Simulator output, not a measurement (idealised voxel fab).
process module | voxel trench capacitor
cross-section cut | 225 nm wide | cells 5 nm
A cross-section is a grid of square cells, given in bands from the top down. A band is one or more rows of cells.
Each band's line starts with the height of the band's top and of its bottom, in nm. Then come its materials from left to right, each with its width in nm. One material with "throughout" fills the band from edge to edge. "air" is empty space.
Height 0 is the level under which the wafer as received is all one material. The lowest band goes on downwards, as in "0 down".
A width such as "30 to 40" changes by the same amount from each row of cells to the next, from the band's top row to its bottom row.
"no change" after a step means that no cell of the cross-section changed.
closed voids: empty space of 8 cells or more with no open way to the top, each as width x height at its distance from the left edge, in nm
after a step's settings: what the simulator itself notes on the step
overlay nm, on a step with a mask: how far to the right of its planned place the mask lay; to the left if negative
plan
1 op RECEIVE | material Si
2 op CONFORMAL_DEP | material SiN | thk nm 10
3 op MASKED_ETCH | tone open | mask id TRENCH | width nm 20 | pitch nm 45 | etch materials SiN | depth nm 10 | overlay nm 0
4 op MASKED_ETCH | tone open | mask id TRENCH | width nm 20 | pitch nm 45 | etch materials Si | depth nm 25 | overlay nm 0
5 op CONFORMAL_DEP | material SiO2 | thk nm 5
6 op FILL_DEP | material polySi | thk nm 5
7 op CMP | height nm 10
as received, after step 1
  0 down: Si throughout
  closed voids: none
a wafer at the end: this start, this plan, one mistake
  10 to 5: polySi 50 | SiO2 5 | SiN 20 | SiO2 5 | polySi 15 | SiO2 5 | SiN 20 | SiO2 5 | polySi 15 | SiO2 5 | SiN 20 | SiO2 5 | polySi 55
  5 to 0: SiO2 55 | SiN 20 | SiO2 25 | SiN 20 | SiO2 25 | SiN 20 | SiO2 60
  0 down: Si throughout
  closed voids: none
what went wrong: step 3 ran as: op MASKED_ETCH | tone cover | mask id TRENCH | width nm 20 | pitch nm 45 | etch materials SiN | depth nm 10 | overlay nm 0
